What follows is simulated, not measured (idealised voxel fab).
voxel wiring stack: a process module
FYI the section here is cut, 240 nm wide, cells are 5 nm squares.
Heads up, the way a cross-section reads in here is a grid of square cells, handed over as bands from the top down, with every band being one or more rows of cells. Top, bottom (nm), then materials left to right with widths (nm); lone material tagged "all across" fills the whole band edge to edge; "blank" = empty space. Zero point of the height axis is 0; under it, received wafer = one material. Lowest band: continues down indefinitely, "top 0, no bottom". Graded width ("30..40"): value in top row of band = first number; value in bottom row = second number; row-to-row change constant. You'll sometimes find "no modifications" written for a step, and that's the way of saying that nowhere in the cross-section did a cell change during that step. Sealed voids: empty space of 8 cells or more with no open way to the top, each as width x height at its distance from the left edge, in nm. What comes after the settings on a step's line is commentary from the simulator itself on that step. On any step carrying a mask, the "overlay nm" setting, if present on the step's line, tells how far right of its planned place the mask lay; negative values point to the left.
[Process steps (planned)]
1) op RECEIVE | material Si
2) op CONFORMAL_DEP | material SiO2 | thk nm 15
3) op DIRECTIONAL_DEP | material TiN | thk nm 5
4) op DIRECTIONAL_DEP | material W | thk nm 20
5) op PATTERN | tone cover | mask id METAL_1 | material resist | width nm 25 | pitch nm 45 | thk nm 15 | overlay nm 0
6) op DIRECTIONAL_ETCH | etch materials W | depth nm 20
7) op DIRECTIONAL_ETCH | etch materials TiN | depth nm 5
8) op STRIP | etch materials resist
9) op FILL_DEP | material SiO2 | thk nm 10
10) op CMP | height nm 40
11) op CONFORMAL_DEP | material SiCN | thk nm 5
12) op DIRECTIONAL_DEP | material SiO2 | thk nm 25
13) op MASKED_ETCH | tone open | mask id METAL_2_HOLES | width nm 15 | pitch nm 90 | etch materials SiO2 | depth nm 25 | overlay nm 0
14) op PATTERN | tone open | mask id METAL_2 | material resist | width nm 25 | pitch nm 45 | thk nm 15 | overlay nm 0
15) op DIRECTIONAL_ETCH | etch materials SiO2 | depth nm 15
16) op DIRECTIONAL_ETCH | etch materials SiCN | depth nm 5
17) op STRIP | etch materials resist
18) op CONFORMAL_DEP | material TiN | thk nm 5
19) op FILL_DEP | material Cu | thk nm 10
20) op CMP | height nm 70
21) op CONFORMAL_DEP | material SiCN | thk nm 5
22) op DIRECTIONAL_DEP | material SiO2 | thk nm 35
23) op DIRECTIONAL_DEP | material aC | thk nm 15
24) op PATTERN | tone open | mask id METAL_3 | material resist | width nm 25 | pitch nm 45 | thk nm 35 | overlay nm 0
25) op DIRECTIONAL_ETCH | etch materials aC | depth nm 15
26) op STRIP | etch materials resist
27) op DIRECTIONAL_ETCH | etch materials SiO2 | depth nm 20
28) op STRIP | etch materials aC
29) op PATTERN | tone open | mask id METAL_3_HOLES | material resist | width nm 15 | pitch nm 90 | thk nm 20 | overlay nm 0
30) op DIRECTIONAL_ETCH | etch materials SiO2 | depth nm 15
31) op DIRECTIONAL_ETCH | etch materials SiCN | depth nm 5
32) op STRIP | etch materials resist
33) op CONFORMAL_DEP | material TiN | thk nm 5
34) op FILL_DEP | material Ru | thk nm 10
35) op CMP | height nm 110
36) op CONFORMAL_DEP | material SiCN | thk nm 5
37) op DIRECTIONAL_DEP | material SiO2 | thk nm 25
38) op DIRECTIONAL_DEP | material aC | thk nm 15
39) op PATTERN | tone open | mask id METAL_4 | material resist | width nm 25 | pitch nm 45 | thk nm 30 | overlay nm 0
40) op DIRECTIONAL_ETCH | etch materials aC | depth nm 15
41) op STRIP | etch materials resist
42) op DIRECTIONAL_ETCH | etch materials SiO2 | depth nm 15
43) op STRIP | etch materials aC
44) op PATTERN | tone open | mask id METAL_4_HOLES | material resist | width nm 15 | pitch nm 90 | thk nm 20 | overlay nm 0
45) op DIRECTIONAL_ETCH | etch materials SiO2 | depth nm 10
46) op DIRECTIONAL_ETCH | etch materials SiCN | depth nm 5
47) op STRIP | etch materials resist
48) op CONFORMAL_DEP | material TiN | thk nm 5
49) op FILL_DEP | material Cu | thk nm 10
50) op CMP | height nm 140
51) op CONFORMAL_DEP | material SiN | thk nm 5
Wafers differ in width nm at step 29; plan lists the first wafer's value; identical starting state.
[Received wafers, first of several: cross-section after step 1]
> top 0, no bottom  Si all across
> Sealed voids: none
[Gained (+) or lost (-) cells of each material since receipt, then closed voids: one row per wafer, at the end of the module]
width nm 15, +48 Cu, +35 Ru, +126 SiCN, +48 SiN, +933 SiO2, +142 TiN, +60 W, Sealed voids: none
width nm 20, +48 Cu, +43 Ru, +124 SiCN, +48 SiN, +927 SiO2, +142 TiN, +60 W, Sealed voids: none
width nm 25, +48 Cu, +47 Ru, +124 SiCN, +48 SiN, +921 SiO2, +144 TiN, +60 W, Sealed voids: none
width nm 30, +48 Cu, +55 Ru, +122 SiCN, +48 SiN, +915 SiO2, +144 TiN, +60 W, Sealed voids: none
